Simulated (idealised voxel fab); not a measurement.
process module | voxel transistor to metal
cross-section cut | 155 nm wide | cells 5 nm
A cross-section is a grid of square cells, given in bands from the top down. A band is one or more rows of cells.
Each band's line starts with the height of the band's top and of its bottom, in nm. Then come its materials from left to right, each with its width in nm. One material with "throughout" fills the band from edge to edge. "air" is empty space.
Height 0 is the level under which the wafer as received is all one material. The lowest band goes on downwards, as in "0 down".
A width such as "30 to 40" changes by the same amount from each row of cells to the next, from the band's top row to its bottom row.
"no change" after a step means that no cell of the cross-section changed.
closed voids: empty space of 8 cells or more with no open way to the top, each as width x height at its distance from the left edge, in nm
after a step's settings: what the simulator itself notes on the step
overlay nm, on a step with a mask: how far to the right of its planned place the mask lay; to the left if negative
plan
1 op RECEIVE | material Si
2 op OXIDIZE | depth nm 5
3 op CONFORMAL_DEP | material SiN | thk nm 10
4 op MASKED_ETCH | tone cover | mask id ACTIVE | width nm 120 | etch materials SiN | depth nm 10 | overlay nm 0
5 op MASKED_ETCH | tone cover | mask id ACTIVE | width nm 120 | etch materials SiO2 | depth nm 5 | overlay nm 0
6 op MASKED_ETCH | tone cover | mask id ACTIVE | width nm 120 | etch materials Si | depth nm 20 | overlay nm 0
7 op FILL_DEP | material SiO2 | thk nm 15
8 op CMP | height nm 10
9 op SELECTIVE_ETCH | etch materials SiO2 | depth nm 10
10 op STRIP | etch materials SiN
11 op SELECTIVE_ETCH | etch materials SiO2 | depth nm 5
12 op OXIDIZE | depth nm 5
13 op DIRECTIONAL_DEP | material polySi | thk nm 20
14 op DIRECTIONAL_DEP | material SiCN | thk nm 10
15 op MASKED_ETCH | tone cover | mask id GATE | width nm 30 | etch materials SiCN | depth nm 20 | overlay nm 0
16 op MASKED_ETCH | tone cover | mask id GATE | width nm 30 | etch materials polySi | depth nm 30 | overlay nm 0
17 op CONFORMAL_DEP | material SiN | thk nm 10
18 op DIRECTIONAL_ETCH | etch materials SiN | depth nm 10
19 op DIRECTIONAL_ETCH | etch materials SiO2 | depth nm 5
20 op EPI | material pSi | thk nm 5
21 op FILL_DEP | material SiO2 | thk nm 5
22 op CMP | height nm 15
23 op STRIP | etch materials polySi
24 op SELECTIVE_ETCH | etch materials SiO2 | depth nm 5
25 op CONFORMAL_DEP | material HfO2 | thk nm 5
26 op CONFORMAL_DEP | material TiN | thk nm 5
27 op FILL_DEP | material W | thk nm 10
28 op CMP | height nm 10
29 op DIRECTIONAL_DEP | material SiO2 | thk nm 15
30 op PATTERN | tone open | mask id CONTACT | material resist | width nm 20 | pitch nm 80 | thk nm 15 | overlay nm 0
31 op DIRECTIONAL_ETCH | etch materials SiO2 | depth nm 30
32 op STRIP | etch materials resist
33 op CONFORMAL_DEP | material TiN | thk nm 5
34 op FILL_DEP | material W | thk nm 5
35 op CMP | height nm 25
36 op DIRECTIONAL_DEP | material TiN | thk nm 5
37 op DIRECTIONAL_DEP | material Ru | thk nm 20
38 op PATTERN | tone cover | mask id METAL_1 | material resist | width nm 20 | pitch nm 80 | thk nm 15 | overlay nm 0
39 op DIRECTIONAL_ETCH | etch materials Ru | depth nm 20
40 op DIRECTIONAL_ETCH | etch materials TiN | depth nm 5
41 op STRIP | etch materials resist
42 op FILL_DEP | material lowk | thk nm 5
43 op CMP | height nm 50
44 op CONFORMAL_DEP | material SiCN | thk nm 5
as received, after step 1
  0 down: Si throughout
  closed voids: none
a wafer at the end: this start, this plan, one mistake
  55 to 50: SiCN throughout
  50 to 30: lowk 25 | Ru 20 | lowk 60 | Ru 20 | lowk 30
  30 to 25: lowk 25 | TiN 20 | lowk 60 | TiN 20 | lowk 30
  25 to 10: SiO2 25 | TiN 5 | W 10 | TiN 5 | SiO2 60 | TiN 5 | W 10 | TiN 5 | SiO2 30
  10 to 0: SiO2 25 | TiN 5 | W 10 | TiN 5 | SiO2 5 | SiN 10 | TiN 5 | W 20 | TiN 5 | SiN 10 | SiO2 5 | TiN 5 | W 10 | TiN 5 | SiO2 30
  0 to -5: SiO2 25 | TiN 20 | SiO2 5 | SiN 10 | TiN 5 | W 20 | TiN 5 | SiN 10 | SiO2 5 | TiN 20 | SiO2 30
  -5 to -10: SiO2 10 | pSi 40 | SiO2 5 | TiN 40 | SiO2 5 | pSi 40 | SiO2 15
  -10 to -25: SiO2 15 | Si 120 | SiO2 20
  -25 down: Si throughout
  closed voids: none
what went wrong: step 25 was left out
